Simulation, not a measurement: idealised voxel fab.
Module name: voxel transistor to metal (process module)
Pictured: cross-section cut, 205 nm wide, on a grid of 5 nm square cells.
Cross-section format: a grid of square cells, given as bands from top to bottom; each band is one or more rows of cells.
A band entry consists of two parts. The first gives the height of the band's top and the height of its bottom, in nm. The rest lists the band's materials from left to right, each with its width in nm. A single material labelled with the word "everywhere" fills the band from edge to edge, and the word "blank" marks empty space.
Below 0: as-received wafer, all one material; heights counted from there. Lowest band: no bottom, goes on down, written "0 down".
Quick explanation for "30 to 40": the width changes in equal steps down the rows of cells, from the first number in the band's top row to the second number in its bottom row.
For the purposes of this document, the phrase "nothing was modified" attached to a step denotes that no cell within the cross-section was modified by that step.
Listed in "Enclosed internal voids": every empty space of 8 or more cells without an open way to the top. Form: width x height at distance, the distance being from the left edge, all in nm.
Past the settings on a step's line: simulator remark, on that step.
What "overlay nm" on a step's line means: if the step has a mask, that mask lay this far to the right of its planned place, or, when the value is negative, to the left.
[Intended process steps]
1,op RECEIVE | material Si
2,op OXIDIZE | depth nm 5
3,op CONFORMAL_DEP | material SiN | thk nm 10
4,op MASKED_ETCH | tone cover | mask id ACTIVE | width nm 95 | etch materials SiN | depth nm 10 | overlay nm 0
5,op MASKED_ETCH | tone cover | mask id ACTIVE | width nm 95 | etch materials SiO2 | depth nm 5 | overlay nm 0
6,op MASKED_ETCH | tone cover | mask id ACTIVE | width nm 95 | etch materials Si | depth nm 30 | overlay nm 0
7,op OXIDIZE | depth nm 5
8,op FILL_DEP | material SiO2 | thk nm 5
9,op CMP | height nm 10
10,op SELECTIVE_ETCH | etch materials SiO2 | depth nm 5
11,op STRIP | etch materials SiN
12,op SELECTIVE_ETCH | etch materials SiO2 | depth nm 5
13,op OXIDIZE | depth nm 5
14,op DIRECTIONAL_DEP | material polySi | thk nm 20
15,op DIRECTIONAL_DEP | material SiCN | thk nm 10
16,op MASKED_ETCH | tone cover | mask id GATE | width nm 25 | etch materials SiCN | depth nm 20 | overlay nm 0
17,op MASKED_ETCH | tone cover | mask id GATE | width nm 25 | etch materials polySi | depth nm 30 | overlay nm 0
18,op CONFORMAL_DEP | material SiO2 | thk nm 5
19,op DIRECTIONAL_ETCH | etch materials SiO2 | depth nm 5
20,op CONFORMAL_DEP | material SiN | thk nm 5
21,op DIRECTIONAL_ETCH | etch materials SiN | depth nm 5
22,op DIRECTIONAL_ETCH | etch materials SiO2 | depth nm 5
23,op EPI | material pSi | thk nm 5
24,op FILL_DEP | material SiO2 | thk nm 10
25,op CMP | height nm 25
26,op DIRECTIONAL_DEP | material SiO2 | thk nm 10
27,op DIRECTIONAL_DEP | material aC | thk nm 15
28,op PATTERN | tone open | mask id CONTACT | material resist | width nm 15 | pitch nm 70 | thk nm 35 | overlay nm 0
29,op DIRECTIONAL_ETCH | etch materials aC | depth nm 15
30,op STRIP | etch materials resist
31,op DIRECTIONAL_ETCH | etch materials SiO2 | depth nm 40
32,op STRIP | etch materials aC
33,op CONFORMAL_DEP | material TiN | thk nm 5
34,op FILL_DEP | material W | thk nm 10
35,op CMP | height nm 35
36,op CONFORMAL_DEP | material SiCN | thk nm 5
37,op DIRECTIONAL_DEP | material lowk | thk nm 20
38,op MASKED_ETCH | tone open | mask id METAL_1 | width nm 15 | pitch nm 70 | etch materials lowk | depth nm 20 | overlay nm 0
39,op MASKED_ETCH | tone open | mask id METAL_1 | width nm 15 | pitch nm 70 | etch materials SiCN | depth nm 5 | overlay nm 0
40,op CONFORMAL_DEP | material TiN | thk nm 5
41,op FILL_DEP | material Cu | thk nm 10
42,op CMP | height nm 60
43,op CONFORMAL_DEP | material SiN | thk nm 5
[First of two wafers, processed according to plan]
[As-received state of the wafer in cross-section, equivalent to post-step 1]
	0 down | Si everywhere
	Enclosed internal voids: none
[The wafer, seen in cross-section, after step 2]
	0 to -5 | SiO2 everywhere
	Beneath the level -5, the cross-section is identical to its previous state.
[The wafer, seen in cross-section, after step 3]
	10 to 0 | SiN everywhere
	Beneath the level 0, the cross-section is identical to its previous state.
[The wafer, seen in cross-section, after step 4]
	10 to 0 | blank 55, then SiN 95, then blank 55
	Beneath the level 0, the cross-section is identical to its previous state.
[The wafer, seen in cross-section, after step 5]
	10 to 0 | blank 55, then SiN 95, then blank 55
	0 to -5 | blank 55, then SiO2 95, then blank 55
	Beneath the level -5, the cross-section is identical to its previous state.
[The wafer, seen in cross-section, after step 6]
	10 to 0 | blank 55, then SiN 95, then blank 55
	0 to -5 | blank 55, then SiO2 95, then blank 55
	-5 to -35 | blank 55, then Si 95, then blank 55
	Beneath the level -35, the cross-section is identical to its previous state.
[The wafer, seen in cross-section, after step 7]
	10 to 0 | blank 55, then SiN 95, then blank 55
	0 to -5 | blank 55, then SiO2 95, then blank 55
	-5 to -35 | blank 55, then SiO2 5, then Si 85, then SiO2 5, then blank 55
	-35 to -40 | SiO2 60, then Si 85, then SiO2 60
	Beneath the level -40, the cross-section is identical to its previous state.
[The wafer, seen in cross-section, after step 8]
	15 to 10 | SiO2 everywhere
	10 to 0 | SiO2 55, then SiN 95, then SiO2 55
	0 to -5 | SiO2 everywhere
	-5 to -40 | SiO2 60, then Si 85, then SiO2 60
	Beneath the level -40, the cross-section is identical to its previous state.
[The wafer, seen in cross-section, after step 9]
	10 to 0 | SiO2 55, then SiN 95, then SiO2 55
	Beneath the level 0, the cross-section is identical to its previous state.
[The wafer, seen in cross-section, after step 10]
	10 to 5 | blank 55, then SiN 95, then blank 55
	Beneath the level 5, the cross-section is identical to its previous state.
[The wafer, seen in cross-section, after step 11]
	5 to 0 | SiO2 55, then blank 95, then SiO2 55
	Beneath the level 0, the cross-section is identical to its previous state.
[The wafer, seen in cross-section, after step 12]
	0 to -5 | SiO2 50, then blank 105, then SiO2 50
	Beneath the level -5, the cross-section is identical to its previous state.
[The wafer, seen in cross-section, after step 13]
	0 to -5 | SiO2 50, then blank 105, then SiO2 50
	-5 to -10 | SiO2 everywhere
	Beneath the level -10, the cross-section is identical to its previous state.
[The wafer, seen in cross-section, after step 14]
	20 to 15 | polySi 50, then blank 105, then polySi 50
	15 to 0 | polySi everywhere
	0 to -5 | SiO2 50, then polySi 105, then SiO2 50
	Beneath the level -5, the cross-section is identical to its previous state.
[The wafer, seen in cross-section, after step 15]
	30 to 25 | SiCN 50, then blank 105, then SiCN 50
	25 to 20 | SiCN everywhere
	20 to 15 | polySi 50, then SiCN 105, then polySi 50
	Beneath the level 15, the cross-section is identical to its previous state.
[The wafer, seen in cross-section, after step 16]
	25 to 20 | blank 90, then SiCN 25, then blank 90
	20 to 15 | polySi 50, then blank 40, then SiCN 25, then blank 40, then polySi 50
	Beneath the level 15, the cross-section is identical to its previous state.
[The wafer, seen in cross-section, after step 17]
	25 to 15 | blank 90, then SiCN 25, then blank 90
	15 to 0 | blank 90, then polySi 25, then blank 90
	0 to -5 | SiO2 50, then blank 40, then polySi 25, then blank 40, then SiO2 50
	Beneath the level -5, the cross-section is identical to its previous state.
[The wafer, seen in cross-section, after step 18]
	30 to 25 | blank 85, then SiO2 35, then blank 85
	25 to 15 | blank 85, then SiO2 5, then SiCN 25, then SiO2 5, then blank 85
	15 to 5 | blank 85, then SiO2 5, then polySi 25, then SiO2 5, then blank 85
	5 to 0 | SiO2 55, then blank 30, then SiO2 5, then polySi 25, then SiO2 5, then blank 30, then SiO2 55
	0 to -5 | SiO2 90, then polySi 25, then SiO2 90
	Beneath the level -5, the cross-section is identical to its previous state.
[The wafer, seen in cross-section, after step 19]
	25 to 15 | blank 85, then SiO2 5, then SiCN 25, then SiO2 5, then blank 85
	15 to 0 | blank 85, then SiO2 5, then polySi 25, then SiO2 5, then blank 85
	0 to -5 | SiO2 55, then blank 30, then SiO2 5, then polySi 25, then SiO2 5, then blank 30, then SiO2 55
	Beneath the level -5, the cross-section is identical to its previous state.
[The wafer, seen in cross-section, after step 20]
	30 to 25 | blank 80, then SiN 45, then blank 80
	25 to 15 | blank 80, then SiN 5, then SiO2 5, then SiCN 25, then SiO2 5, then SiN 5, then blank 80
	15 to 5 | blank 80, then SiN 5, then SiO2 5, then polySi 25, then SiO2 5, then SiN 5, then blank 80
	5 to 0 | SiN 60, then blank 20, then SiN 5, then SiO2 5, then polySi 25, then SiO2 5, then SiN 5, then blank 20, then SiN 60
	0 to -5 | SiO2 55, then SiN 30, then SiO2 5, then polySi 25, then SiO2 5, then SiN 30, then SiO2 55
	Beneath the level -5, the cross-section is identical to its previous state.
[The wafer, seen in cross-section, after step 21]
	25 to 15 | blank 80, then SiN 5, then SiO2 5, then SiCN 25, then SiO2 5, then SiN 5, then blank 80
	15 to 0 | blank 80, then SiN 5, then SiO2 5, then polySi 25, then SiO2 5, then SiN 5, then blank 80
	0 to -5 | SiO2 55, then SiN 5, then blank 20, then SiN 5, then SiO2 5, then polySi 25, then SiO2 5, then SiN 5, then blank 20, then SiN 5, then SiO2 55
	Beneath the level -5, the cross-section is identical to its previous state.
[The wafer, seen in cross-section, after step 22]
	25 to 20 | blank 80, then SiN 5, then blank 5, then SiCN 25, then blank 5, then SiN 5, then blank 80
	20 to 15 | blank 80, then SiN 5, then SiO2 5, then SiCN 25, then SiO2 5, then SiN 5, then blank 80
	15 to 0 | blank 80, then SiN 5, then SiO2 5, then polySi 25, then SiO2 5, then SiN 5, then blank 80
	0 to -5 | blank 55, then SiN 5, then blank 20, then SiN 5, then SiO2 5, then polySi 25, then SiO2 5, then SiN 5, then blank 20, then SiN 5, then blank 55
	-5 to -10 | SiO2 60, then blank 20, then SiO2 45, then blank 20, then SiO2 60
	Beneath the level -10, the cross-section is identical to its previous state.
[The wafer, seen in cross-section, after step 23]
	25 to 20 | blank 80, then SiN 5, then blank 5, then SiCN 25, then blank 5, then SiN 5, then blank 80
	20 to 15 | blank 80, then SiN 5, then SiO2 5, then SiCN 25, then SiO2 5, then SiN 5, then blank 80
	15 to 0 | blank 80, then SiN 5, then SiO2 5, then polySi 25, then SiO2 5, then SiN 5, then blank 80
	0 to -5 | blank 55, then SiN 5, then blank 20, then SiN 5, then SiO2 5, then polySi 25, then SiO2 5, then SiN 5, then blank 20, then SiN 5, then blank 55
	-5 to -10 | SiO2 60, then pSi 20, then SiO2 45, then pSi 20, then SiO2 60
	Beneath the level -10, the cross-section is identical to its previous state.
[The wafer, seen in cross-section, after step 24]
	35 to 25 | SiO2 everywhere
	25 to 15 | SiO2 80, then SiN 5, then SiO2 5, then SiCN 25, then SiO2 5, then SiN 5, then SiO2 80
	15 to 0 | SiO2 80, then SiN 5, then SiO2 5, then polySi 25, then SiO2 5, then SiN 5, then SiO2 80
	0 to -5 | SiO2 55, then SiN 5, then SiO2 20, then SiN 5, then SiO2 5, then polySi 25, then SiO2 5, then SiN 5, then SiO2 20, then SiN 5, then SiO2 55
	Beneath the level -5, the cross-section is identical to its previous state.
[The wafer, seen in cross-section, after step 25]
	25 to 15 | SiO2 80, then SiN 5, then SiO2 5, then SiCN 25, then SiO2 5, then SiN 5, then SiO2 80
	Beneath the level 15, the cross-section is identical to its previous state.
[The wafer, seen in cross-section, after step 26]
	35 to 25 | SiO2 everywhere
	Beneath the level 25, the cross-section is identical to its previous state.
[The wafer, seen in cross-section, after step 27]
	50 to 35 | aC everywhere
	Beneath the level 35, the cross-section is identical to its previous state.
[The wafer, seen in cross-section, after step 28]
	85 to 50 | resist 60, then blank 15, then resist 55, then blank 15, then resist 60
	Beneath the level 50, the cross-section is identical to its previous state.
[The wafer, seen in cross-section, after step 29]
	70 to 50 | resist 60, then blank 15, then resist 55, then blank 15, then resist 60
	50 to 35 | aC 60, then blank 15, then aC 55, then blank 15, then aC 60
	Beneath the level 35, the cross-section is identical to its previous state.
[The wafer, seen in cross-section, after step 30]
	50 to 35 | aC 60, then blank 15, then aC 55, then blank 15, then aC 60
	Beneath the level 35, the cross-section is identical to its previous state.
[The wafer, seen in cross-section, after step 31]
	50 to 35 | aC 60, then blank 15, then aC 55, then blank 15, then aC 60
	35 to 25 | SiO2 60, then blank 15, then SiO2 55, then blank 15, then SiO2 60
	25 to 15 | SiO2 60, then blank 15, then SiO2 5, then SiN 5, then SiO2 5, then SiCN 25, then SiO2 5, then SiN 5, then SiO2 5, then blank 15, then SiO2 60
	15 to 0 | SiO2 60, then blank 15, then SiO2 5, then SiN 5, then SiO2 5, then polySi 25, then SiO2 5, then SiN 5, then SiO2 5, then blank 15, then SiO2 60
	0 to -5 | SiO2 55, then SiN 5, then blank 15, then SiO2 5, then SiN 5, then SiO2 5, then polySi 25, then SiO2 5, then SiN 5, then SiO2 5, then blank 15, then SiN 5, then SiO2 55
	Beneath the level -5, the cross-section is identical to its previous state.
[The wafer, seen in cross-section, after step 32]
	35 to 25 | SiO2 60, then blank 15, then SiO2 55, then blank 15, then SiO2 60
	Beneath the level 25, the cross-section is identical to its previous state.
[The wafer, seen in cross-section, after step 33]
	40 to 35 | TiN 65, then blank 5, then TiN 65, then blank 5, then TiN 65
	35 to 25 | SiO2 60, then TiN 5, then blank 5, then TiN 5, then SiO2 55, then TiN 5, then blank 5, then TiN 5, then SiO2 60
	25 to 15 | SiO2 60, then TiN 5, then blank 5, then TiN 5, then SiO2 5, then SiN 5, then SiO2 5, then SiCN 25, then SiO2 5, then SiN 5, then SiO2 5, then TiN 5, then blank 5, then TiN 5, then SiO2 60
	15 to 0 | SiO2 60, then TiN 5, then blank 5, then TiN 5, then SiO2 5, then SiN 5, then SiO2 5, then polySi 25, then SiO2 5, then SiN 5, then SiO2 5, then TiN 5, then blank 5, then TiN 5, then SiO2 60
	0 to -5 | SiO2 55, then SiN 5, then TiN 15, then SiO2 5, then SiN 5, then SiO2 5, then polySi 25, then SiO2 5, then SiN 5, then SiO2 5, then TiN 15, then SiN 5, then SiO2 55
	Beneath the level -5, the cross-section is identical to its previous state.
[The wafer, seen in cross-section, after step 34]
	50 to 40 | W everywhere
	40 to 35 | TiN 65, then W 5, then TiN 65, then W 5, then TiN 65
	35 to 25 | SiO2 60, then TiN 5, then W 5, then TiN 5, then SiO2 55, then TiN 5, then W 5, then TiN 5, then SiO2 60
	25 to 15 | SiO2 60, then TiN 5, then W 5, then TiN 5, then SiO2 5, then SiN 5, then SiO2 5, then SiCN 25, then SiO2 5, then SiN 5, then SiO2 5, then TiN 5, then W 5, then TiN 5, then SiO2 60
	15 to 0 | SiO2 60, then TiN 5, then W 5, then TiN 5, then SiO2 5, then SiN 5, then SiO2 5, then polySi 25, then SiO2 5, then SiN 5, then SiO2 5, then TiN 5, then W 5, then TiN 5, then SiO2 60
	Beneath the level 0, the cross-section is identical to its previous state.
[The wafer, seen in cross-section, after step 35]
	35 to 25 | SiO2 60, then TiN 5, then W 5, then TiN 5, then SiO2 55, then TiN 5, then W 5, then TiN 5, then SiO2 60
	Beneath the level 25, the cross-section is identical to its previous state.
[The wafer, seen in cross-section, after step 36]
	40 to 35 | SiCN everywhere
	Beneath the level 35, the cross-section is identical to its previous state.
[The wafer, seen in cross-section, after step 37]
	60 to 40 | lowk everywhere
	Beneath the level 40, the cross-section is identical to its previous state.
[The wafer, seen in cross-section, after step 38]
	60 to 40 | lowk 60, then blank 15, then lowk 55, then blank 15, then lowk 60
	Beneath the level 40, the cross-section is identical to its previous state.
[The wafer, seen in cross-section, after step 39]
	60 to 40 | lowk 60, then blank 15, then lowk 55, then blank 15, then lowk 60
	40 to 35 | SiCN 60, then blank 15, then SiCN 55, then blank 15, then SiCN 60
	Beneath the level 35, the cross-section is identical to its previous state.
[The wafer, seen in cross-section, after step 40]
	65 to 60 | TiN 65, then blank 5, then TiN 65, then blank 5, then TiN 65
	60 to 40 | lowk 60, then TiN 5, then blank 5, then TiN 5, then lowk 55, then TiN 5, then blank 5, then TiN 5, then lowk 60
	40 to 35 | SiCN 60, then TiN 15, then SiCN 55, then TiN 15, then SiCN 60
	Beneath the level 35, the cross-section is identical to its previous state.
[The wafer, seen in cross-section, after step 41]
	75 to 65 | Cu everywhere
	65 to 60 | TiN 65, then Cu 5, then TiN 65, then Cu 5, then TiN 65
	60 to 40 | lowk 60, then TiN 5, then Cu 5, then TiN 5, then lowk 55, then TiN 5, then Cu 5, then TiN 5, then lowk 60
	Beneath the level 40, the cross-section is identical to its previous state.
[The wafer, seen in cross-section, after step 42]
	60 to 40 | lowk 60, then TiN 5, then Cu 5, then TiN 5, then lowk 55, then TiN 5, then Cu 5, then TiN 5, then lowk 60
	Beneath the level 40, the cross-section is identical to its previous state.
[The wafer, seen in cross-section, after step 43]
	65 to 60 | SiN everywhere
	Beneath the level 60, the cross-section is identical to its previous state.
[Second wafer - shared start and plan with the first - one error in running - same as the first up to step 35 inclusive]
[Second wafer profile in section, at the moment step 36 of the plan was meant to be complete]
	40 to 35 | TiN everywhere
	Beneath the level 35, the cross-section is identical to its previous state.
[Second wafer profile in section, at the moment step 37 of the plan was meant to be complete]
	60 to 40 | lowk everywhere
	Beneath the level 40, the cross-section is identical to its previous state.
[Second wafer profile in section, at the moment step 38 of the plan was meant to be complete]
	60 to 40 | lowk 60, then blank 15, then lowk 55, then blank 15, then lowk 60
	Beneath the level 40, the cross-section is identical to its previous state.
Second wafer profile in section, at the moment step 39 of the plan was meant to be complete: nothing was modified
[Second wafer profile in section, at the moment step 40 of the plan was meant to be complete]
	65 to 60 | TiN 65, then blank 5, then TiN 65, then blank 5, then TiN 65
	60 to 45 | lowk 60, then TiN 5, then blank 5, then TiN 5, then lowk 55, then TiN 5, then blank 5, then TiN 5, then lowk 60
	45 to 40 | lowk 60, then TiN 15, then lowk 55, then TiN 15, then lowk 60
	Beneath the level 40, the cross-section is identical to its previous state.
[Second wafer profile in section, at the moment step 41 of the plan was meant to be complete]
	75 to 65 | Cu everywhere
	65 to 60 | TiN 65, then Cu 5, then TiN 65, then Cu 5, then TiN 65
	60 to 45 | lowk 60, then TiN 5, then Cu 5, then TiN 5, then lowk 55, then TiN 5, then Cu 5, then TiN 5, then lowk 60
	Beneath the level 45, the cross-section is identical to its previous state.
[Second wafer profile in section, at the moment step 42 of the plan was meant to be complete]
	60 to 45 | lowk 60, then TiN 5, then Cu 5, then TiN 5, then lowk 55, then TiN 5, then Cu 5, then TiN 5, then lowk 60
	Beneath the level 45, the cross-section is identical to its previous state.
[Second wafer profile in section, at the moment step 43 of the plan was meant to be complete]
	65 to 60 | SiN everywhere
	Beneath the level 60, the cross-section is identical to its previous state.
Here's what went sideways: not per plan at step 36, really ran op CONFORMAL_DEP | material TiN | thk nm 5
It is noted that, at the conclusion of processing, the second wafer exhibits a higher or lower cell count for certain materials relative to the first: 2 fewer of Cu, 35 fewer of SiCN, 37 more of TiN
